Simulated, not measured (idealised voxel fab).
Title: Process Module voxel transistor to metal
In the cross-section labelled cut, the width is 190 nm and each square cell is 5 nm.
How to read a cross-section here: the picture is a grid of square cells, written as bands going from the top down, and any band can span one or more rows of cells.
A band entry consists of two parts. The first gives the height of the band's top and the height of its bottom, in nm. The rest lists the band's materials from left to right, each with its width in nm. A single material labelled with the word "everywhere" fills the band from edge to edge, and the word "blank" marks empty space.
Convention: height 0 is the level below which the wafer, as received, is all one material. The lowest band does not terminate at the bottom but continues downward, represented as "0 down".
Per-row width for "30->40": begins at first number (top row of band), ends at second number (bottom row), increment between rows held constant.
"no alterations made", as given for a step, is the statement that not any cell of the cross-section underwent a change during that step.
"Completely enclosed voids" lists enclosed empty spaces (at least 8 cells, no open path upward to the top), each as width x height at distance from the left edge, in nm.
Heads up: the bit after the settings on a step's line is the simulator's remark on that step.
"overlay nm", when on a step's line for a step with a mask, measures how far to the right of its planned place the mask lay; a negative measure means to the left.
Each of the pairs that make up the rest of this document says: here is the cross-section before one process step, here is the cross-section after it, drawn only down to the lowest band that changed, and here, under the pair, is the step lying between them with its settings. Different pairs may come from different runs of this module on the same starting wafer, so a pair continues from the pair above it only where its entry headed "Pre-processing view" says so.
Pre-processing view:
- 0 down  Si everywhere
- Completely enclosed voids: none
Cut View, Post-Step:
- 0 to -5  SiO2 everywhere
- Unchanged below -5.
- Completely enclosed voids: none
Between the two cross-sections shown above lies OXIDIZE: depth nm 5
Pre-processing view: The structure entering this step is exactly what the pair just above shows after its step.
Cut View, Post-Step:
- 15 to 0  SiN everywhere
- Unchanged below 0.
- Completely enclosed voids: none
Between the two cross-sections shown above lies CONFORMAL_DEP: material SiN, thk nm 15
Pre-processing view: The structure entering this step is exactly what the pair just above shows after its step.
Cut View, Post-Step:
- 15 to 0  blank (45), then SiN (95), then blank (50)
- Unchanged below 0.
- Completely enclosed voids: none
Between the two cross-sections shown above lies MASKED_ETCH: tone cover, mask id ACTIVE, width nm 95, etch materials SiN, depth nm 15, overlay nm 0
Pre-processing view: The structure entering this step is exactly what the pair just above shows after its step.
Cut View, Post-Step:
- 15 to 0  blank (45), then SiN (95), then blank (50)
- 0 to -5  blank (45), then SiO2 (95), then blank (50)
- Unchanged below -5.
- Completely enclosed voids: none
Between the two cross-sections shown above lies MASKED_ETCH: tone cover, mask id ACTIVE, width nm 95, etch materials SiO2, depth nm 5, overlay nm 0
Pre-processing view: The structure entering this step is exactly what the pair just above shows after its step.
Cut View, Post-Step:
- 15 to 0  blank (45), then SiN (95), then blank (50)
- 0 to -5  blank (45), then SiO2 (95), then blank (50)
- -5 to -25  blank (45), then Si (95), then blank (50)
- Unchanged below -25.
- Completely enclosed voids: none
Between the two cross-sections shown above lies MASKED_ETCH: tone cover, mask id ACTIVE, width nm 95, etch materials Si, depth nm 20, overlay nm 0
Pre-processing view: The structure entering this step is exactly what the pair just above shows after its step.
Cut View, Post-Step:
- 15 to 0  blank (45), then SiN (95), then blank (50)
- 0 to -5  blank (45), then SiO2 (95), then blank (50)
- -5 to -25  blank (45), then SiO2 (5), then Si (85), then SiO2 (5), then blank (50)
- -25 to -30  SiO2 (50), then Si (85), then SiO2 (55)
- Unchanged below -30.
- Completely enclosed voids: none
Between the two cross-sections shown above lies OXIDIZE: depth nm 5
Pre-processing view: The structure entering this step is exactly what the pair just above shows after its step.
Cut View, Post-Step:
- 20 to 15  SiO2 everywhere
- 15 to 0  SiO2 (45), then SiN (95), then SiO2 (50)
- 0 to -5  SiO2 everywhere
- -5 to -30  SiO2 (50), then Si (85), then SiO2 (55)
- Unchanged below -30.
- Completely enclosed voids: none
Between the two cross-sections shown above lies FILL_DEP: material SiO2, thk nm 5
Pre-processing view: The structure entering this step is exactly what the pair just above shows after its step.
Cut View, Post-Step:
- 15 to 0  SiO2 (45), then SiN (95), then SiO2 (50)
- Unchanged below 0.
- Completely enclosed voids: none
Between the two cross-sections shown above lies CMP: height nm 15
Pre-processing view: The structure entering this step is exactly what the pair just above shows after its step.
Cut View, Post-Step:
- 15 to 0  blank (45), then SiN (95), then blank (50)
- Unchanged below 0.
- Completely enclosed voids: none
Between the two cross-sections shown above lies SELECTIVE_ETCH: etch materials SiO2, depth nm 15
Pre-processing view: The structure entering this step is exactly what the pair just above shows after its step.
Cut View, Post-Step:
- 0 to -5  SiO2 everywhere
- Unchanged below -5.
- Completely enclosed voids: none
Between the two cross-sections shown above lies STRIP: etch materials SiN
Pre-processing view: The structure entering this step is exactly what the pair just above shows after its step.
Cut View, Post-Step:
- -5 to -30  SiO2 (50), then Si (85), then SiO2 (55)
- Unchanged below -30.
- Completely enclosed voids: none
Between the two cross-sections shown above lies SELECTIVE_ETCH: etch materials SiO2, depth nm 5
Pre-processing view: The structure entering this step is exactly what the pair just above shows after its step.
Cut View, Post-Step:
- -5 to -10  SiO2 everywhere
- Unchanged below -10.
- Completely enclosed voids: none
Between the two cross-sections shown above lies OXIDIZE: depth nm 5
Pre-processing view: The structure entering this step is exactly what the pair just above shows after its step.
Cut View, Post-Step:
- 20 to -5  polySi everywhere
- Unchanged below -5.
- Completely enclosed voids: none
Between the two cross-sections shown above lies DIRECTIONAL_DEP: material polySi, thk nm 25
Pre-processing view: The structure entering this step is exactly what the pair just above shows after its step.
Cut View, Post-Step:
- 35 to 20  SiCN everywhere
- Unchanged below 20.
- Completely enclosed voids: none
Between the two cross-sections shown above lies DIRECTIONAL_DEP: material SiCN, thk nm 15
Pre-processing view: The structure entering this step is exactly what the pair just above shows after its step.
Cut View, Post-Step:
- 50 to 35  blank (85), then resist (15), then blank (90)
- Unchanged below 35.
- Completely enclosed voids: none
Between the two cross-sections shown above lies PATTERN: tone cover, mask id GATE, material resist, width nm 15, thk nm 15, overlay nm 0
Pre-processing view: The structure entering this step is exactly what the pair just above shows after its step.
Cut View, Post-Step:
- 50 to 35  blank (85), then resist (15), then blank (90)
- 35 to 20  blank (85), then SiCN (15), then blank (90)
- Unchanged below 20.
- Completely enclosed voids: none
Between the two cross-sections shown above lies DIRECTIONAL_ETCH: etch materials SiCN, depth nm 25
Pre-processing view: The structure entering this step is exactly what the pair just above shows after its step.
Cut View, Post-Step:
- 50 to 35  blank (85), then resist (15), then blank (90)
- 35 to 20  blank (85), then SiCN (15), then blank (90)
- 20 to -5  blank (85), then polySi (15), then blank (90)
- Unchanged below -5.
- Completely enclosed voids: none
Between the two cross-sections shown above lies DIRECTIONAL_ETCH: etch materials polySi, depth nm 35
Pre-processing view: The structure entering this step is exactly what the pair just above shows after its step.
Cut View, Post-Step:
- 35 to 20  blank (85), then SiCN (15), then blank (90)
- Unchanged below 20.
- Completely enclosed voids: none
Between the two cross-sections shown above lies STRIP: etch materials resist
Pre-processing view: The structure entering this step is exactly what the pair just above shows after its step.
Cut View, Post-Step:
- 40 to 35  blank (80), then SiO2 (25), then blank (85)
- 35 to 20  blank (80), then SiO2 (5), then SiCN (15), then SiO2 (5), then blank (85)
- 20 to 0  blank (80), then SiO2 (5), then polySi (15), then SiO2 (5), then blank (85)
- 0 to -5  SiO2 (85), then polySi (15), then SiO2 (90)
- Unchanged below -5.
- Completely enclosed voids: none
Between the two cross-sections shown above lies CONFORMAL_DEP: material SiO2, thk nm 5
Pre-processing view: The structure entering this step is exactly what the pair just above shows after its step.
Cut View, Post-Step:
- 35 to 20  blank (80), then SiO2 (5), then SiCN (15), then SiO2 (5), then blank (85)
- 20 to -5  blank (80), then SiO2 (5), then polySi (15), then SiO2 (5), then blank (85)
- Unchanged below -5.
- Completely enclosed voids: none
Between the two cross-sections shown above lies DIRECTIONAL_ETCH: etch materials SiO2, depth nm 5
Pre-processing view: The structure entering this step is exactly what the pair just above shows after its step.
Cut View, Post-Step:
- 40 to 35  blank (75), then SiN (35), then blank (80)
- 35 to 20  blank (75), then SiN (5), then SiO2 (5), then SiCN (15), then SiO2 (5), then SiN (5), then blank (80)
- 20 to 0  blank (75), then SiN (5), then SiO2 (5), then polySi (15), then SiO2 (5), then SiN (5), then blank (80)
- 0 to -5  SiN (80), then SiO2 (5), then polySi (15), then SiO2 (5), then SiN (85)
- Unchanged below -5.
- Completely enclosed voids: none
Between the two cross-sections shown above lies CONFORMAL_DEP: material SiN, thk nm 5
Pre-processing view: The structure entering this step is exactly what the pair just above shows after its step.
Cut View, Post-Step:
- 35 to 20  blank (75), then SiN (5), then SiO2 (5), then SiCN (15), then SiO2 (5), then SiN (5), then blank (80)
- 20 to -5  blank (75), then SiN (5), then SiO2 (5), then polySi (15), then SiO2 (5), then SiN (5), then blank (80)
- Unchanged below -5.
- Completely enclosed voids: none
Between the two cross-sections shown above lies DIRECTIONAL_ETCH: etch materials SiN, depth nm 5
Pre-processing view: The structure entering this step is exactly what the pair just above shows after its step.
Cut View, Post-Step:
- 35 to 30  blank (75), then SiN (5), then blank (5), then SiCN (15), then blank (5), then SiN (5), then blank (80)
- 30 to 20  blank (75), then SiN (5), then SiO2 (5), then SiCN (15), then SiO2 (5), then SiN (5), then blank (80)
- 20 to -5  blank (75), then SiN (5), then SiO2 (5), then polySi (15), then SiO2 (5), then SiN (5), then blank (80)
- -5 to -10  blank (75), then SiO2 (35), then blank (80)
- Unchanged below -10.
- Completely enclosed voids: none
Between the two cross-sections shown above lies DIRECTIONAL_ETCH: etch materials SiO2, depth nm 5
Pre-processing view: The structure entering this step is exactly what the pair just above shows after its step.
Cut View, Post-Step:
- 35 to 30  blank (75), then SiN (5), then blank (5), then SiCN (15), then blank (5), then SiN (5), then blank (80)
- 30 to 20  blank (75), then SiN (5), then SiO2 (5), then SiCN (15), then SiO2 (5), then SiN (5), then blank (80)
- 20 to -5  blank (75), then SiN (5), then SiO2 (5), then polySi (15), then SiO2 (5), then SiN (5), then blank (80)
- -5 to -10  blank (75), then SiO2 (35), then blank (80)
- -10 to -25  SiO2 (50), then blank (25), then Si (35), then blank (25), then SiO2 (55)
- Unchanged below -25.
- Completely enclosed voids: none
Between the two cross-sections shown above lies DIRECTIONAL_ETCH: etch materials Si, depth nm 15
Pre-processing view: The structure entering this step is exactly what the pair just above shows after its step.
Cut View, Post-Step:
- 35 to 30  blank (75), then SiN (5), then blank (5), then SiCN (15), then blank (5), then SiN (5), then blank (80)
- 30 to 20  blank (75), then SiN (5), then SiO2 (5), then SiCN (15), then SiO2 (5), then SiN (5), then blank (80)
- 20 to 5  blank (75), then SiN (5), then SiO2 (5), then polySi (15), then SiO2 (5), then SiN (5), then blank (80)
- 5 to -5  blank (60), then SiGe (15), then SiN (5), then SiO2 (5), then polySi (15), then SiO2 (5), then SiN (5), then SiGe (15), then blank (65)
- -5 to -10  blank (60), then SiGe (15), then SiO2 (35), then SiGe (15), then blank (65)
- -10 to -25  SiO2 (50), then SiGe (25), then Si (35), then SiGe (25), then SiO2 (55)
- Unchanged below -25.
- Completely enclosed voids: none
Between the two cross-sections shown above lies EPI: material SiGe, thk nm 15
Pre-processing view: The structure entering this step is exactly what the pair just above shows after its step.
Cut View, Post-Step:
- 40 to 35  SiO2 everywhere
- 35 to 20  SiO2 (75), then SiN (5), then SiO2 (5), then SiCN (15), then SiO2 (5), then SiN (5), then SiO2 (80)
- 20 to 5  SiO2 (75), then SiN (5), then SiO2 (5), then polySi (15), then SiO2 (5), then SiN (5), then SiO2 (80)
- 5 to -5  SiO2 (60), then SiGe (15), then SiN (5), then SiO2 (5), then polySi (15), then SiO2 (5), then SiN (5), then SiGe (15), then SiO2 (65)
- -5 to -10  SiO2 (60), then SiGe (15), then SiO2 (35), then SiGe (15), then SiO2 (65)
- Unchanged below -10.
- Completely enclosed voids: none
Between the two cross-sections shown above lies FILL_DEP: material SiO2, thk nm 5
Pre-processing view: The structure entering this step is exactly what the pair just above shows after its step.
Cut View, Post-Step:
- 35 to 20  SiO2 (75), then SiN (5), then SiO2 (5), then SiCN (15), then SiO2 (5), then SiN (5), then SiO2 (80)
- Unchanged below 20.
- Completely enclosed voids: none
Between the two cross-sections shown above lies CMP: height nm 35
Pre-processing view: The structure entering this step is exactly what the pair just above shows after its step.
Cut View, Post-Step:
- 45 to 35  SiO2 everywhere
- Unchanged below 35.
- Completely enclosed voids: none
Between the two cross-sections shown above lies DIRECTIONAL_DEP: material SiO2, thk nm 10
Pre-processing view: The structure entering this step is exactly what the pair just above shows after its step.
Cut View, Post-Step:
- 60 to 45  aC everywhere
- Unchanged below 45.
- Completely enclosed voids: none
Between the two cross-sections shown above lies DIRECTIONAL_DEP: material aC, thk nm 15
Pre-processing view: The structure entering this step is exactly what the pair just above shows after its step.
Cut View, Post-Step:
- 95 to 60  resist (55), then blank (25), then resist (25), then blank (25), then resist (60)
- Unchanged below 60.
- Completely enclosed voids: none
Between the two cross-sections shown above lies PATTERN: tone open, mask id CONTACT, material resist, width nm 25, pitch nm 50, thk nm 35, overlay nm 0
Pre-processing view: The structure entering this step is exactly what the pair just above shows after its step.
Cut View, Post-Step:
- 80 to 60  resist (55), then blank (25), then resist (25), then blank (25), then resist (60)
- 60 to 45  aC (55), then blank (25), then aC (25), then blank (25), then aC (60)
- Unchanged below 45.
- Completely enclosed voids: none
Between the two cross-sections shown above lies DIRECTIONAL_ETCH: etch materials aC, depth nm 15
Pre-processing view: The structure entering this step is exactly what the pair just above shows after its step.
Cut View, Post-Step:
- 60 to 45  aC (55), then blank (25), then aC (25), then blank (25), then aC (60)
- Unchanged below 45.
- Completely enclosed voids: none
Between the two cross-sections shown above lies STRIP: etch materials resist
Pre-processing view: The structure entering this step is exactly what the pair just above shows after its step.
Cut View, Post-Step:
- 60 to 45  aC (55), then blank (25), then aC (25), then blank (25), then aC (60)
- 45 to 35  SiO2 (55), then blank (25), then SiO2 (25), then blank (25), then SiO2 (60)
- 35 to 20  SiO2 (55), then blank (20), then SiN (5), then SiO2 (5), then SiCN (15), then SiO2 (5), then SiN (5), then blank (20), then SiO2 (60)
- 20 to 5  SiO2 (55), then blank (20), then SiN (5), then SiO2 (5), then polySi (15), then SiO2 (5), then SiN (5), then blank (20), then SiO2 (60)
- 5 to -5  SiO2 (55), then blank (5), then SiGe (15), then SiN (5), then SiO2 (5), then polySi (15), then SiO2 (5), then SiN (5), then SiGe (15), then blank (5), then SiO2 (60)
- -5 to -10  SiO2 (55), then blank (5), then SiGe (15), then SiO2 (35), then SiGe (15), then blank (5), then SiO2 (60)
- Unchanged below -10.
- Completely enclosed voids: none
Between the two cross-sections shown above lies DIRECTIONAL_ETCH: etch materials SiO2, depth nm 55
Pre-processing view: The structure entering this step is exactly what the pair just above shows after its step.
Cut View, Post-Step:
- 45 to 35  SiO2 (55), then blank (25), then SiO2 (25), then blank (25), then SiO2 (60)
- Unchanged below 35.
- Completely enclosed voids: none
Between the two cross-sections shown above lies STRIP: etch materials aC
Pre-processing view: The structure entering this step is exactly what the pair just above shows after its step.
Cut View, Post-Step:
- 50 to 45  TiN (60), then blank (15), then TiN (35), then blank (15), then TiN (65)
- 45 to 35  SiO2 (55), then TiN (5), then blank (15->10), then TiN (5->10), then SiO2 (25), then TiN (5->10), then blank (15->10), then TiN (5), then SiO2 (60)
- 35 to 20  SiO2 (55), then TiN (5), then blank (10), then TiN (5), then SiN (5), then SiO2 (5), then SiCN (15), then SiO2 (5), then SiN (5), then TiN (5), then blank (10), then TiN (5), then SiO2 (60)
- 20 to 10  SiO2 (55), then TiN (5), then blank (10), then TiN (5), then SiN (5), then SiO2 (5), then polySi (15), then SiO2 (5), then SiN (5), then TiN (5), then blank (10), then TiN (5), then SiO2 (60)
- 10 to 5  SiO2 (55), then TiN (20), then SiN (5), then SiO2 (5), then polySi (15), then SiO2 (5), then SiN (5), then TiN (20), then SiO2 (60)
- 5 to -5  SiO2 (55), then TiN (5), then SiGe (15), then SiN (5), then SiO2 (5), then polySi (15), then SiO2 (5), then SiN (5), then SiGe (15), then TiN (5), then SiO2 (60)
- -5 to -10  SiO2 (55), then TiN (5), then SiGe (15), then SiO2 (35), then SiGe (15), then TiN (5), then SiO2 (60)
- Unchanged below -10.
- Completely enclosed voids: none
Between the two cross-sections shown above lies CONFORMAL_DEP: material TiN, thk nm 5
Pre-processing view: The structure entering this step is exactly what the pair just above shows after its step.
Cut View, Post-Step:
- 55 to 50  Ru everywhere
- 50 to 45  TiN (60), then Ru (15), then TiN (35), then Ru (15), then TiN (65)
- 45 to 35  SiO2 (55), then TiN (5), then Ru (15->10), then TiN (5->10), then SiO2 (25), then TiN (5->10), then Ru (15->10), then TiN (5), then SiO2 (60)
- 35 to 20  SiO2 (55), then TiN (5), then Ru (10), then TiN (5), then SiN (5), then SiO2 (5), then SiCN (15), then SiO2 (5), then SiN (5), then TiN (5), then Ru (10), then TiN (5), then SiO2 (60)
- 20 to 10  SiO2 (55), then TiN (5), then Ru (10), then TiN (5), then SiN (5), then SiO2 (5), then polySi (15), then SiO2 (5), then SiN (5), then TiN (5), then Ru (10), then TiN (5), then SiO2 (60)
- Unchanged below 10.
- Completely enclosed voids: none
Between the two cross-sections shown above lies FILL_DEP: material Ru, thk nm 5
Pre-processing view: The structure entering this step is exactly what the pair just above shows after its step.
Cut View, Post-Step:
- 45 to 35  SiO2 (55), then TiN (5), then Ru (15->10), then TiN (5->10), then SiO2 (25), then TiN (5->10), then Ru (15->10), then TiN (5), then SiO2 (60)
- Unchanged below 35.
- Completely enclosed voids: none
Between the two cross-sections shown above lies CMP: height nm 45
Pre-processing view: The structure entering this step is exactly what the pair just above shows after its step.
Cut View, Post-Step:
- 50 to 45  SiN everywhere
- Unchanged below 45.
- Completely enclosed voids: none
Between the two cross-sections shown above lies CONFORMAL_DEP: material SiN, thk nm 5
Pre-processing view: The structure entering this step is exactly what the pair just above shows after its step.
Cut View, Post-Step:
- 70 to 50  lowk everywhere
- Unchanged below 50.
- Completely enclosed voids: none
Between the two cross-sections shown above lies DIRECTIONAL_DEP: material lowk, thk nm 20
Pre-processing view: The structure entering this step is exactly what the pair just above shows after its step.
Cut View, Post-Step:
- 85 to 70  resist (55), then blank (15), then resist (45), then blank (15), then resist (60)
- Unchanged below 70.
- Completely enclosed voids: none
Between the two cross-sections shown above lies PATTERN: tone open, mask id METAL_1, material resist, width nm 15, pitch nm 60, thk nm 15, overlay nm 0
Pre-processing view: The structure entering this step is exactly what the pair just above shows after its step.
Cut View, Post-Step:
- 85 to 70  resist (55), then blank (15), then resist (45), then blank (15), then resist (60)
- 70 to 50  lowk (55), then blank (15), then lowk (45), then blank (15), then lowk (60)
- Unchanged below 50.
- Completely enclosed voids: none
Between the two cross-sections shown above lies DIRECTIONAL_ETCH: etch materials lowk, depth nm 20
Pre-processing view: The structure entering this step is exactly what the pair just above shows after its step.
Cut View, Post-Step:
- 85 to 70  resist (55), then blank (15), then resist (45), then blank (15), then resist (60)
- 70 to 50  lowk (55), then blank (15), then lowk (45), then blank (15), then lowk (60)
- 50 to 45  SiN (55), then blank (15), then SiN (45), then blank (15), then SiN (60)
- Unchanged below 45.
- Completely enclosed voids: none
Between the two cross-sections shown above lies DIRECTIONAL_ETCH: etch materials SiN, depth nm 5
Pre-processing view: The structure entering this step is exactly what the pair just above shows after its step.
Cut View, Post-Step:
- 70 to 50  lowk (55), then blank (15), then lowk (45), then blank (15), then lowk (60)
- Unchanged below 50.
- Completely enclosed voids: none
Between the two cross-sections shown above lies STRIP: etch materials resist
Pre-processing view: The structure entering this step is exactly what the pair just above shows after its step.
Cut View, Post-Step:
- 75 to 70  TiN (60), then blank (5), then TiN (55), then blank (5), then TiN (65)
- 70 to 50  lowk (55), then TiN (5), then blank (5), then TiN (5), then lowk (45), then TiN (5), then blank (5), then TiN (5), then lowk (60)
- 50 to 45  SiN (55), then TiN (15), then SiN (45), then TiN (15), then SiN (60)
- Unchanged below 45.
- Completely enclosed voids: none
Between the two cross-sections shown above lies CONFORMAL_DEP: material TiN, thk nm 5
Pre-processing view: The structure entering this step is exactly what the pair just above shows after its step.
Cut View, Post-Step:
- 85 to 75  Cu everywhere
- 75 to 70  TiN (60), then Cu (5), then TiN (55), then Cu (5), then TiN (65)
- 70 to 50  lowk (55), then TiN (5), then Cu (5), then TiN (5), then lowk (45), then TiN (5), then Cu (5), then TiN (5), then lowk (60)
- Unchanged below 50.
- Completely enclosed voids: none
Between the two cross-sections shown above lies FILL_DEP: material Cu, thk nm 10
Pre-processing view: The structure entering this step is exactly what the pair just above shows after its step.
Cut View, Post-Step:
- 70 to 50  lowk (55), then TiN (5), then Cu (5), then TiN (5), then lowk (45), then TiN (5), then Cu (5), then TiN (5), then lowk (60)
- Unchanged below 50.
- Completely enclosed voids: none
Between the two cross-sections shown above lies CMP: height nm 70
Pre-processing view: The structure entering this step is exactly what the pair just above shows after its step.
Cut View, Post-Step:
- 75 to 70  SiN everywhere
- Unchanged below 70.
- Completely enclosed voids: none
Between the two cross-sections shown above lies CONFORMAL_DEP: material SiN, thk nm 5
Pre-processing view:
- 35 to 20  blank (85), then SiCN (15), then blank (90)
- 20 to -5  blank (85), then polySi (15), then blank (90)
- -5 to -10  SiO2 everywhere
- -10 to -30  SiO2 (50), then Si (85), then SiO2 (55)
- -30 down  Si everywhere
- Completely enclosed voids: none
Cut View, Post-Step:
- 35 to 20  blank (85), then SiCN (15), then blank (90)
- 20 to -5  blank (85), then polySi (15), then blank (90)
- -5 to -10  blank (85), then SiO2 (15), then blank (90)
- Unchanged below -10.
- Completely enclosed voids: none
Between the two cross-sections shown above lies DIRECTIONAL_ETCH: etch materials SiO2, depth nm 5
Pre-processing view: The structure entering this step is exactly what the pair just above shows after its step.
Cut View, Post-Step:
- 40 to 35  blank (80), then SiN (25), then blank (85)
- 35 to 20  blank (80), then SiN (5), then SiCN (15), then SiN (5), then blank (85)
- 20 to -5  blank (80), then SiN (5), then polySi (15), then SiN (5), then blank (85)
- -5 to -10  SiN (85), then SiO2 (15), then SiN (90)
- Unchanged below -10.
- Completely enclosed voids: none
Between the two cross-sections shown above lies CONFORMAL_DEP: material SiN, thk nm 5
Pre-processing view: The structure entering this step is exactly what the pair just above shows after its step.
Cut View, Post-Step:
- 35 to 20  blank (80), then SiN (5), then SiCN (15), then SiN (5), then blank (85)
- 20 to -5  blank (80), then SiN (5), then polySi (15), then SiN (5), then blank (85)
- -5 to -10  blank (80), then SiN (5), then SiO2 (15), then SiN (5), then blank (85)
- Unchanged below -10.
- Completely enclosed voids: none
Between the two cross-sections shown above lies DIRECTIONAL_ETCH: etch materials SiN, depth nm 5
Pre-processing view: The structure entering this step is exactly what the pair just above shows after its step.
Cut View, Post-Step:
- 35 to 20  blank (80), then SiN (5), then SiCN (15), then SiN (5), then blank (85)
- 20 to -5  blank (80), then SiN (5), then polySi (15), then SiN (5), then blank (85)
- -5 to -10  blank (80), then SiN (5), then SiO2 (15), then SiN (5), then blank (85)
- -10 to -15  blank (50), then Si (85), then blank (55)
- Unchanged below -15.
- Completely enclosed voids: none
Between the two cross-sections shown above lies DIRECTIONAL_ETCH: etch materials SiO2, depth nm 5
Pre-processing view: The structure entering this step is exactly what the pair just above shows after its step.
Cut View, Post-Step:
- 35 to 20  blank (80), then SiN (5), then SiCN (15), then SiN (5), then blank (85)
- 20 to -5  blank (80), then SiN (5), then polySi (15), then SiN (5), then blank (85)
- -5 to -10  blank (80), then SiN (5), then SiO2 (15), then SiN (5), then blank (85)
- -10 to -15  blank (80), then Si (25), then blank (85)
- -15 to -25  SiO2 (50), then blank (30), then Si (25), then blank (30), then SiO2 (55)
- Unchanged below -25.
- Completely enclosed voids: none
Between the two cross-sections shown above lies DIRECTIONAL_ETCH: etch materials Si, depth nm 15
Pre-processing view: The structure entering this step is exactly what the pair just above shows after its step.
Cut View, Post-Step:
- 35 to 20  blank (80), then SiN (5), then SiCN (15), then SiN (5), then blank (85)
- 20 to 5  blank (80), then SiN (5), then polySi (15), then SiN (5), then blank (85)
- 5 to -5  blank (65), then SiGe (15), then SiN (5), then polySi (15), then SiN (5), then SiGe (15), then blank (70)
- -5 to -10  blank (65), then SiGe (15), then SiN (5), then SiO2 (15), then SiN (5), then SiGe (15), then blank (70)
- -10 to -15  blank (45), then SiGe (35), then Si (25), then SiGe (35), then blank (50)
- -15 to -25  SiO2 (50), then SiGe (30), then Si (25), then SiGe (30), then SiO2 (55)
- Unchanged below -25.
- Completely enclosed voids: none
Between the two cross-sections shown above lies EPI: material SiGe, thk nm 15
Pre-processing view: The structure entering this step is exactly what the pair just above shows after its step.
Cut View, Post-Step:
- 40 to 35  SiO2 everywhere
- 35 to 20  SiO2 (80), then SiN (5), then SiCN (15), then SiN (5), then SiO2 (85)
- 20 to 5  SiO2 (80), then SiN (5), then polySi (15), then SiN (5), then SiO2 (85)
- 5 to -5  SiO2 (65), then SiGe (15), then SiN (5), then polySi (15), then SiN (5), then SiGe (15), then SiO2 (70)
- -5 to -10  SiO2 (65), then SiGe (15), then SiN (5), then SiO2 (15), then SiN (5), then SiGe (15), then SiO2 (70)
- -10 to -15  SiO2 (45), then SiGe (35), then Si (25), then SiGe (35), then SiO2 (50)
- Unchanged below -15.
- Completely enclosed voids: none
Between the two cross-sections shown above lies FILL_DEP: material SiO2, thk nm 5
Pre-processing view: The structure entering this step is exactly what the pair just above shows after its step.
Cut View, Post-Step:
- 35 to 20  SiO2 (80), then SiN (5), then SiCN (15), then SiN (5), then SiO2 (85)
- Unchanged below 20.
- Completely enclosed voids: none
Between the two cross-sections shown above lies CMP: height nm 35
Pre-processing view: The structure entering this step is exactly what the pair just above shows after its step.
Cut View, Post-Step:
- 45 to 35  SiO2 everywhere
- Unchanged below 35.
- Completely enclosed voids: none
Between the two cross-sections shown above lies DIRECTIONAL_DEP: material SiO2, thk nm 10
Pre-processing view: The structure entering this step is exactly what the pair just above shows after its step.
Cut View, Post-Step:
- 60 to 45  aC everywhere
- Unchanged below 45.
- Completely enclosed voids: none
Between the two cross-sections shown above lies DIRECTIONAL_DEP: material aC, thk nm 15
Pre-processing view: The structure entering this step is exactly what the pair just above shows after its step.
Cut View, Post-Step:
- 95 to 60  resist (55), then blank (25), then resist (25), then blank (25), then resist (60)
- Unchanged below 60.
- Completely enclosed voids: none
Between the two cross-sections shown above lies PATTERN: tone open, mask id CONTACT, material resist, width nm 25, pitch nm 50, thk nm 35, overlay nm 0
Pre-processing view: The structure entering this step is exactly what the pair just above shows after its step.
Cut View, Post-Step:
- 80 to 60  resist (55), then blank (25), then resist (25), then blank (25), then resist (60)
- 60 to 45  aC (55), then blank (25), then aC (25), then blank (25), then aC (60)
- Unchanged below 45.
- Completely enclosed voids: none
Between the two cross-sections shown above lies DIRECTIONAL_ETCH: etch materials aC, depth nm 15
Pre-processing view: The structure entering this step is exactly what the pair just above shows after its step.
Cut View, Post-Step:
- 60 to 45  aC (55), then blank (25), then aC (25), then blank (25), then aC (60)
- Unchanged below 45.
- Completely enclosed voids: none
Between the two cross-sections shown above lies STRIP: etch materials resist
Pre-processing view: The structure entering this step is exactly what the pair just above shows after its step.
Cut View, Post-Step:
- 60 to 45  aC (55), then blank (25), then aC (25), then blank (25), then aC (60)
- 45 to 35  SiO2 (55), then blank (25), then SiO2 (25), then blank (25), then SiO2 (60)
- 35 to 20  SiO2 (55), then blank (25), then SiN (5), then SiCN (15), then SiN (5), then blank (25), then SiO2 (60)
- 20 to 5  SiO2 (55), then blank (25), then SiN (5), then polySi (15), then SiN (5), then blank (25), then SiO2 (60)
- 5 to -5  SiO2 (55), then blank (10), then SiGe (15), then SiN (5), then polySi (15), then SiN (5), then SiGe (15), then blank (10), then SiO2 (60)
- -5 to -10  SiO2 (55), then blank (10), then SiGe (15), then SiN (5), then SiO2 (15), then SiN (5), then SiGe (15), then blank (10), then SiO2 (60)
- Unchanged below -10.
- Completely enclosed voids: none
Between the two cross-sections shown above lies DIRECTIONAL_ETCH: etch materials SiO2, depth nm 55
Pre-processing view: The structure entering this step is exactly what the pair just above shows after its step.
Cut View, Post-Step:
- 45 to 35  SiO2 (55), then blank (25), then SiO2 (25), then blank (25), then SiO2 (60)
- Unchanged below 35.
- Completely enclosed voids: none
Between the two cross-sections shown above lies STRIP: etch materials aC
Pre-processing view: The structure entering this step is exactly what the pair just above shows after its step.
Cut View, Post-Step:
- 50 to 45  TiN (60), then blank (15), then TiN (35), then blank (15), then TiN (65)
- 45 to 35  SiO2 (55), then TiN (5), then blank (15), then TiN (5), then SiO2 (25), then TiN (5), then blank (15), then TiN (5), then SiO2 (60)
- 35 to 20  SiO2 (55), then TiN (5), then blank (15), then TiN (5), then SiN (5), then SiCN (15), then SiN (5), then TiN (5), then blank (15), then TiN (5), then SiO2 (60)
- 20 to 10  SiO2 (55), then TiN (5), then blank (15), then TiN (5), then SiN (5), then polySi (15), then SiN (5), then TiN (5), then blank (15), then TiN (5), then SiO2 (60)
- 10 to 5  SiO2 (55), then TiN (25), then SiN (5), then polySi (15), then SiN (5), then TiN (25), then SiO2 (60)
- 5 to -5  SiO2 (55), then TiN (10), then SiGe (15), then SiN (5), then polySi (15), then SiN (5), then SiGe (15), then TiN (10), then SiO2 (60)
- -5 to -10  SiO2 (55), then TiN (10), then SiGe (15), then SiN (5), then SiO2 (15), then SiN (5), then SiGe (15), then TiN (10), then SiO2 (60)
- Unchanged below -10.
- Completely enclosed voids: none
Between the two cross-sections shown above lies CONFORMAL_DEP: material TiN, thk nm 5
Pre-processing view: The structure entering this step is exactly what the pair just above shows after its step.
Cut View, Post-Step:
- 55 to 50  Ru everywhere
- 50 to 45  TiN (60), then Ru (15), then TiN (35), then Ru (15), then TiN (65)
- 45 to 35  SiO2 (55), then TiN (5), then Ru (15), then TiN (5), then SiO2 (25), then TiN (5), then Ru (15), then TiN (5), then SiO2 (60)
- 35 to 20  SiO2 (55), then TiN (5), then Ru (15), then TiN (5), then SiN (5), then SiCN (15), then SiN (5), then TiN (5), then Ru (15), then TiN (5), then SiO2 (60)
- 20 to 10  SiO2 (55), then TiN (5), then Ru (15), then TiN (5), then SiN (5), then polySi (15), then SiN (5), then TiN (5), then Ru (15), then TiN (5), then SiO2 (60)
- Unchanged below 10.
- Completely enclosed voids: none
Between the two cross-sections shown above lies FILL_DEP: material Ru, thk nm 5
